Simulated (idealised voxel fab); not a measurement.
process module | voxel self aligned contacts
cross-section cut | 205 nm wide | cells 5 nm
A cross-section is a grid of square cells, given in bands from the top down. A band is one or more rows of cells.
Each band's line starts with the height of the band's top and of its bottom, in nm. Then come its materials from left to right, each with its width in nm. One material with "throughout" fills the band from edge to edge. "air" is empty space.
Height 0 is the level under which the wafer as received is all one material. The lowest band goes on downwards, as in "0 down".
A width such as "30 to 40" changes by the same amount from each row of cells to the next, from the band's top row to its bottom row.
"no change" after a step means that no cell of the cross-section changed.
closed voids: empty space of 8 cells or more with no open way to the top, each as width x height at its distance from the left edge, in nm
after a step's settings: what the simulator itself notes on the step
overlay nm, on a step with a mask: how far to the right of its planned place the mask lay; to the left if negative
Each pair below shows a cross-section before one step and the cross-section after it, down to the lowest band that changed. The line under each pair gives the step between them, with its settings. The pairs can come from different runs of this module on the same starting wafer, so a pair continues from the pair above only where its "before" says so.
before
  50 to 30: air 55 | SiN 35 | air 25 | SiN 35 | air 55
  30 to 0: air 55 | SiN 5 | polySi 25 | SiN 5 | air 25 | SiN 5 | polySi 25 | SiN 5 | air 55
  0 to -5: SiO2 throughout
  -5 down: Si throughout
  closed voids: none
after
  70 to 50: TiN throughout
  50 to 30: TiN 55 | SiN 35 | TiN 25 | SiN 35 | TiN 55
  30 to 0: TiN 55 | SiN 5 | polySi 25 | SiN 5 | TiN 25 | SiN 5 | polySi 25 | SiN 5 | TiN 55
  below 0: unchanged
  closed voids: none
the step between: op FILL_DEP | material TiN | thk nm 20
before: the cross-section after the pair above
after
  60 to 50: TiN throughout
  below 50: unchanged
  closed voids: none
the step between: op CMP | height nm 60
before: the cross-section after the pair above
after
  80 to 60: resist 80 | air 45 | resist 80
  below 60: unchanged
  closed voids: none
the step between: op PATTERN | tone open | mask id CONTACT | material resist | width nm 45 | thk nm 20 | overlay nm 0
before: the cross-section after the pair above
after
  60 to 50: TiN throughout
  below 50: unchanged
  closed voids: none
the step between: op STRIP | etch materials resist
before: the cross-section after the pair above
after
  65 to 50: TiN throughout
  below 50: unchanged
  closed voids: none
the step between: op CONFORMAL_DEP | material TiN | thk nm 5
before: the cross-section after the pair above
after
  70 to 65: W throughout
  below 65: unchanged
  closed voids: none
the step between: op FILL_DEP | material W | thk nm 5
before: the cross-section after the pair above
after
  60 to 50: TiN throughout
  below 50: unchanged
  closed voids: none
the step between: op CMP | height nm 60
before: the cross-section after the pair above
after
  65 to 60: SiN throughout
  below 60: unchanged
  closed voids: none
the step between: op CONFORMAL_DEP | material SiN | thk nm 5
before
  60 to 50: SiO2 throughout
  50 to 30: SiO2 55 | SiN 35 | SiO2 25 | SiN 35 | SiO2 55
  30 to 0: SiO2 55 | SiN 5 | polySi 25 | SiN 5 | SiO2 25 | SiN 5 | polySi 25 | SiN 5 | SiO2 55
  0 to -5: SiO2 throughout
  -5 down: Si throughout
  closed voids: none
after
  80 to 60: air 80 | resist 45 | air 80
  below 60: unchanged
  closed voids: none
the step between: op PATTERN | tone cover | mask id CONTACT | material resist | width nm 45 | thk nm 20 | overlay nm 0
before: the cross-section after the pair above
after
  80 to 60: air 80 | resist 45 | air 80
  60 to 50: air 80 | SiO2 45 | air 80
  50 to 30: air 55 | SiN 35 | SiO2 25 | SiN 35 | air 55
  30 to 0: air 55 | SiN 5 | polySi 25 | SiN 5 | SiO2 25 | SiN 5 | polySi 25 | SiN 5 | air 55
  0 to -5: air 55 | SiO2 95 | air 55
  below -5: unchanged
  closed voids: none
the step between: op DIRECTIONAL_ETCH | etch materials SiO2 | depth nm 65
before: the cross-section after the pair above
after
  60 to 50: air 80 | SiO2 45 | air 80
  below 50: unchanged
  closed voids: none
the step between: op STRIP | etch materials resist
before: the cross-section after the pair above
after
  65 to 60: air 75 | TiN 55 | air 75
  60 to 50: air 75 to 50 | TiN 5 to 30 | SiO2 45 | TiN 5 to 30 | air 75 to 50
  50 to 30: air 50 | TiN 5 | SiN 35 | SiO2 25 | SiN 35 | TiN 5 | air 50
  30 to 0: air 50 | TiN 5 | SiN 5 | polySi 25 | SiN 5 | SiO2 25 | SiN 5 | polySi 25 | SiN 5 | TiN 5 | air 50
  0 to -5: TiN 55 | SiO2 95 | TiN 55
  below -5: unchanged
  closed voids: none
the step between: op CONFORMAL_DEP | material TiN | thk nm 5
before: the cross-section after the pair above
after
  70 to 65: W throughout
  65 to 60: W 75 | TiN 55 | W 75
  60 to 50: W 75 to 50 | TiN 5 to 30 | SiO2 45 | TiN 5 to 30 | W 75 to 50
  50 to 30: W 50 | TiN 5 | SiN 35 | SiO2 25 | SiN 35 | TiN 5 | W 50
  30 to 0: W 50 | TiN 5 | SiN 5 | polySi 25 | SiN 5 | SiO2 25 | SiN 5 | polySi 25 | SiN 5 | TiN 5 | W 50
  below 0: unchanged
  closed voids: none
the step between: op FILL_DEP | material W | thk nm 5
before: the cross-section after the pair above
after
  60 to 50: W 75 to 50 | TiN 5 to 30 | SiO2 45 | TiN 5 to 30 | W 75 to 50
  below 50: unchanged
  closed voids: none
the step between: op CMP | height nm 60
before: the cross-section after the pair above
after
  65 to 60: SiN throughout
  below 60: unchanged
  closed voids: none
the step between: op CONFORMAL_DEP | material SiN | thk nm 5
